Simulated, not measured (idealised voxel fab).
Module name: voxel self aligned vias (process module)
Square cells of 5 nm make up the cross-section cut, whose width is 180 nm.
Cross-section layout: square cells on a grid; listed as bands, top to bottom; a band spans one or more cell rows. This entry defines a band. It first specifies the height of the band's top and the height of its bottom in nm, and then specifies the band's materials from left to right, stating each material with its width in nm. The word "edge to edge" identifies a single material that fills the band from edge to edge, while the word "air" identifies empty space. Heads up on the height convention: 0 is the point under which the incoming wafer is all one material, and the lowest band has no bottom, it just keeps going down, like "0 -> down". The width entry "30 to 40" should be interpreted row by row: the top row of cells in the band takes the first number, the bottom row takes the second number, and the change between adjacent rows is uniform throughout. "no change occurred" means the step left every cell of the cross-section as it was. The entry titled "closed voids" provides the empty spaces that have no open way to the top, restricted to those of 8 cells or more. Each is presented as width x height at distance, the distance being measured from the left edge, with all three in nm. The remark found on a step's line after its settings is issued by the simulator itself and pertains to that step. The line of a step may include "overlay nm". On a step with a mask, this value is how far to the right of its planned place the mask lay. A negative value means the mask lay to the left.
Process steps foreseen in the plan:
step 1: op RECEIVE | material Si
step 2: op CONFORMAL_DEP | material SiO2 | thk nm 10
step 3: op CONFORMAL_DEP | material SiCN | thk nm 5
step 4: op DIRECTIONAL_DEP | material SiO2 | thk nm 25
step 5: op PATTERN | tone open | mask id LINES | material resist | width nm 30 | pitch nm 55 | thk nm 20 | overlay nm 0
step 6: op DIRECTIONAL_ETCH | etch materials SiO2 | depth nm 25
step 7: op STRIP | etch materials resist
step 8: op CONFORMAL_DEP | material TiN | thk nm 5
step 9: op FILL_DEP | material W | thk nm 10
step 10: op CMP | height nm 40
step 11: op SELECTIVE_ETCH | etch materials W Ru TiN | depth nm 10
step 12: op FILL_DEP | material SiN | thk nm 5
step 13: op CMP | height nm 40
step 14: op DIRECTIONAL_DEP | material SiO2 | thk nm 20
step 15: op PATTERN | tone open | mask id VIAS | material resist | width nm 40 | pitch nm 55 | thk nm 20 | overlay nm 0
step 16: op DIRECTIONAL_ETCH | etch materials SiO2 | depth nm 20
step 17: op DIRECTIONAL_ETCH | etch materials SiN | depth nm 10
step 18: op STRIP | etch materials resist
step 19: op CONFORMAL_DEP | material TiN | thk nm 5
step 20: op FILL_DEP | material Cu | thk nm 5
step 21: op CMP | height nm 60
step 22: op CONFORMAL_DEP | material SiN | thk nm 5
What follows covers the first of two wafers; it ran as planned:
Cross-section of the incoming wafer, state after step 1:
	0 -> down = Si edge to edge
	closed voids: none
Once step 2 is through, the wafer looks like this in cross-section:
	10 -> 0 = SiO2 edge to edge
	Everything under 0 stays put, no change at all.
Once step 3 is through, the wafer looks like this in cross-section:
	15 -> 10 = SiCN edge to edge
	Everything under 10 stays put, no change at all.
Once step 4 is through, the wafer looks like this in cross-section:
	40 -> 15 = SiO2 edge to edge
	Everything under 15 stays put, no change at all.
Once step 5 is through, the wafer looks like this in cross-section:
	60 -> 40 = 45 resist | 30 air | 25 resist | 30 air | 50 resist
	Everything under 40 stays put, no change at all.
Once step 6 is through, the wafer looks like this in cross-section:
	60 -> 40 = 45 resist | 30 air | 25 resist | 30 air | 50 resist
	40 -> 15 = 45 SiO2 | 30 air | 25 SiO2 | 30 air | 50 SiO2
	Everything under 15 stays put, no change at all.
Once step 7 is through, the wafer looks like this in cross-section:
	40 -> 15 = 45 SiO2 | 30 air | 25 SiO2 | 30 air | 50 SiO2
	Everything under 15 stays put, no change at all.
Once step 8 is through, the wafer looks like this in cross-section:
	45 -> 40 = 50 TiN | 20 air | 35 TiN | 20 air | 55 TiN
	40 -> 20 = 45 SiO2 | 5 TiN | 20 air | 5 TiN | 25 SiO2 | 5 TiN | 20 air | 5 TiN | 50 SiO2
	20 -> 15 = 45 SiO2 | 30 TiN | 25 SiO2 | 30 TiN | 50 SiO2
	Everything under 15 stays put, no change at all.
Once step 9 is through, the wafer looks like this in cross-section:
	55 -> 45 = W edge to edge
	45 -> 40 = 50 TiN | 20 W | 35 TiN | 20 W | 55 TiN
	40 -> 20 = 45 SiO2 | 5 TiN | 20 W | 5 TiN | 25 SiO2 | 5 TiN | 20 W | 5 TiN | 50 SiO2
	Everything under 20 stays put, no change at all.
Once step 10 is through, the wafer looks like this in cross-section:
	40 -> 20 = 45 SiO2 | 5 TiN | 20 W | 5 TiN | 25 SiO2 | 5 TiN | 20 W | 5 TiN | 50 SiO2
	Everything under 20 stays put, no change at all.
Once step 11 is through, the wafer looks like this in cross-section:
	40 -> 30 = 45 SiO2 | 30 air | 25 SiO2 | 30 air | 50 SiO2
	Everything under 30 stays put, no change at all.
Once step 12 is through, the wafer looks like this in cross-section:
	45 -> 40 = SiN edge to edge
	40 -> 30 = 45 SiO2 | 30 SiN | 25 SiO2 | 30 SiN | 50 SiO2
	Everything under 30 stays put, no change at all.
Once step 13 is through, the wafer looks like this in cross-section:
	40 -> 30 = 45 SiO2 | 30 SiN | 25 SiO2 | 30 SiN | 50 SiO2
	Everything under 30 stays put, no change at all.
Once step 14 is through, the wafer looks like this in cross-section:
	60 -> 40 = SiO2 edge to edge
	Everything under 40 stays put, no change at all.
Once step 15 is through, the wafer looks like this in cross-section:
	80 -> 60 = 40 resist | 40 air | 15 resist | 40 air | 45 resist
	Everything under 60 stays put, no change at all.
Once step 16 is through, the wafer looks like this in cross-section:
	80 -> 60 = 40 resist | 40 air | 15 resist | 40 air | 45 resist
	60 -> 40 = 40 SiO2 | 40 air | 15 SiO2 | 40 air | 45 SiO2
	Everything under 40 stays put, no change at all.
Once step 17 is through, the wafer looks like this in cross-section:
	80 -> 60 = 40 resist | 40 air | 15 resist | 40 air | 45 resist
	60 -> 40 = 40 SiO2 | 40 air | 15 SiO2 | 40 air | 45 SiO2
	40 -> 30 = 45 SiO2 | 30 air | 25 SiO2 | 30 air | 50 SiO2
	Everything under 30 stays put, no change at all.
Once step 18 is through, the wafer looks like this in cross-section:
	60 -> 40 = 40 SiO2 | 40 air | 15 SiO2 | 40 air | 45 SiO2
	Everything under 40 stays put, no change at all.
Once step 19 is through, the wafer looks like this in cross-section:
	65 -> 60 = 45 TiN | 30 air | 25 TiN | 30 air | 50 TiN
	60 -> 45 = 40 SiO2 | 5 TiN | 30 air | 5 TiN | 15 SiO2 | 5 TiN | 30 air | 5 TiN | 45 SiO2
	45 -> 35 = 40 to 45 SiO2 | 10 to 5 TiN | 20 air | 10 to 5 TiN | 15 to 25 SiO2 | 10 to 5 TiN | 20 air | 10 to 5 TiN | 45 to 50 SiO2
	35 -> 30 = 45 SiO2 | 30 TiN | 25 SiO2 | 30 TiN | 50 SiO2
	Everything under 30 stays put, no change at all.
Once step 20 is through, the wafer looks like this in cross-section:
	70 -> 65 = Cu edge to edge
	65 -> 60 = 45 TiN | 30 Cu | 25 TiN | 30 Cu | 50 TiN
	60 -> 45 = 40 SiO2 | 5 TiN | 30 Cu | 5 TiN | 15 SiO2 | 5 TiN | 30 Cu | 5 TiN | 45 SiO2
	45 -> 35 = 40 to 45 SiO2 | 10 to 5 TiN | 20 Cu | 10 to 5 TiN | 15 to 25 SiO2 | 10 to 5 TiN | 20 Cu | 10 to 5 TiN | 45 to 50 SiO2
	Everything under 35 stays put, no change at all.
Once step 21 is through, the wafer looks like this in cross-section:
	60 -> 45 = 40 SiO2 | 5 TiN | 30 Cu | 5 TiN | 15 SiO2 | 5 TiN | 30 Cu | 5 TiN | 45 SiO2
	Everything under 45 stays put, no change at all.
Once step 22 is through, the wafer looks like this in cross-section:
	65 -> 60 = SiN edge to edge
	Everything under 60 stays put, no change at all.
The remaining wafer, second of the two, started like the first and was run to the same plan, except that one mistake was made along the way; the two coincide through step 4, inclusive:
The second wafer cut through, at the time step 5 was supposed to be finished:
	60 -> 40 = 45 air | 30 resist | 25 air | 30 resist | 50 air
	Everything under 40 stays put, no change at all.
The second wafer cut through, at the time step 6 was supposed to be finished:
	60 -> 40 = 45 air | 30 resist | 25 air | 30 resist | 50 air
	40 -> 15 = 45 air | 30 SiO2 | 25 air | 30 SiO2 | 50 air
	Everything under 15 stays put, no change at all.
The second wafer cut through, at the time step 7 was supposed to be finished:
	40 -> 15 = 45 air | 30 SiO2 | 25 air | 30 SiO2 | 50 air
	Everything under 15 stays put, no change at all.
The second wafer cut through, at the time step 8 was supposed to be finished:
	45 -> 40 = 40 air | 40 TiN | 15 air | 40 TiN | 45 air
	40 -> 20 = 40 air | 5 TiN | 30 SiO2 | 5 TiN | 15 air | 5 TiN | 30 SiO2 | 5 TiN | 45 air
	20 -> 15 = 45 TiN | 30 SiO2 | 25 TiN | 30 SiO2 | 50 TiN
	Everything under 15 stays put, no change at all.
The second wafer cut through, at the time step 9 was supposed to be finished:
	55 -> 45 = W edge to edge
	45 -> 40 = 40 W | 40 TiN | 15 W | 40 TiN | 45 W
	40 -> 20 = 40 W | 5 TiN | 30 SiO2 | 5 TiN | 15 W | 5 TiN | 30 SiO2 | 5 TiN | 45 W
	Everything under 20 stays put, no change at all.
The second wafer cut through, at the time step 10 was supposed to be finished:
	40 -> 20 = 40 W | 5 TiN | 30 SiO2 | 5 TiN | 15 W | 5 TiN | 30 SiO2 | 5 TiN | 45 W
	Everything under 20 stays put, no change at all.
The second wafer cut through, at the time step 11 was supposed to be finished:
	40 -> 30 = 45 air | 30 SiO2 | 25 air | 30 SiO2 | 50 air
	Everything under 30 stays put, no change at all.
The second wafer cut through, at the time step 12 was supposed to be finished:
	45 -> 40 = SiN edge to edge
	40 -> 30 = 45 SiN | 30 SiO2 | 25 SiN | 30 SiO2 | 50 SiN
	Everything under 30 stays put, no change at all.
The second wafer cut through, at the time step 13 was supposed to be finished:
	40 -> 30 = 45 SiN | 30 SiO2 | 25 SiN | 30 SiO2 | 50 SiN
	Everything under 30 stays put, no change at all.
The second wafer cut through, at the time step 14 was supposed to be finished:
	60 -> 40 = SiO2 edge to edge
	Everything under 40 stays put, no change at all.
The second wafer cut through, at the time step 15 was supposed to be finished:
	80 -> 60 = 40 resist | 40 air | 15 resist | 40 air | 45 resist
	Everything under 60 stays put, no change at all.
The second wafer cut through, at the time step 16 was supposed to be finished:
	80 -> 60 = 40 resist | 40 air | 15 resist | 40 air | 45 resist
	60 -> 40 = 40 SiO2 | 40 air | 15 SiO2 | 40 air | 45 SiO2
	Everything under 40 stays put, no change at all.
The second wafer cut through, at the time step 17 was supposed to be finished:
	80 -> 60 = 40 resist | 40 air | 15 resist | 40 air | 45 resist
	60 -> 40 = 40 SiO2 | 40 air | 15 SiO2 | 40 air | 45 SiO2
	40 -> 30 = 40 SiN | 5 air | 30 SiO2 | 5 air | 15 SiN | 5 air | 30 SiO2 | 5 air | 45 SiN
	Everything under 30 stays put, no change at all.
The second wafer cut through, at the time step 18 was supposed to be finished:
	60 -> 40 = 40 SiO2 | 40 air | 15 SiO2 | 40 air | 45 SiO2
	Everything under 40 stays put, no change at all.
The second wafer cut through, at the time step 19 was supposed to be finished:
	65 -> 60 = 45 TiN | 30 air | 25 TiN | 30 air | 50 TiN
	60 -> 45 = 40 SiO2 | 5 TiN | 30 air | 5 TiN | 15 SiO2 | 5 TiN | 30 air | 5 TiN | 45 SiO2
	45 -> 40 = 40 SiO2 | 40 TiN | 15 SiO2 | 40 TiN | 45 SiO2
	40 -> 30 = 40 SiN | 5 TiN | 30 SiO2 | 5 TiN | 15 SiN | 5 TiN | 30 SiO2 | 5 TiN | 45 SiN
	Everything under 30 stays put, no change at all.
The second wafer cut through, at the time step 20 was supposed to be finished:
	70 -> 65 = Cu edge to edge
	65 -> 60 = 45 TiN | 30 Cu | 25 TiN | 30 Cu | 50 TiN
	60 -> 45 = 40 SiO2 | 5 TiN | 30 Cu | 5 TiN | 15 SiO2 | 5 TiN | 30 Cu | 5 TiN | 45 SiO2
	Everything under 45 stays put, no change at all.
The second wafer cut through, at the time step 21 was supposed to be finished:
	60 -> 45 = 40 SiO2 | 5 TiN | 30 Cu | 5 TiN | 15 SiO2 | 5 TiN | 30 Cu | 5 TiN | 45 SiO2
	Everything under 45 stays put, no change at all.
The second wafer cut through, at the time step 22 was supposed to be finished:
	65 -> 60 = SiN edge to edge
	Everything under 60 stays put, no change at all.
What was the processing mistake? so step 5 ended up running with a different setting than we planned, it ran as op PATTERN | tone cover | mask id LINES | material resist | width nm 30 | pitch nm 55 | thk nm 20 | overlay nm 0
Counted in cells at the end, the second wafer holds more or fewer of these materials than the first: Cu -16 | SiN +40 | SiO2 -60 | TiN +12 | W +24
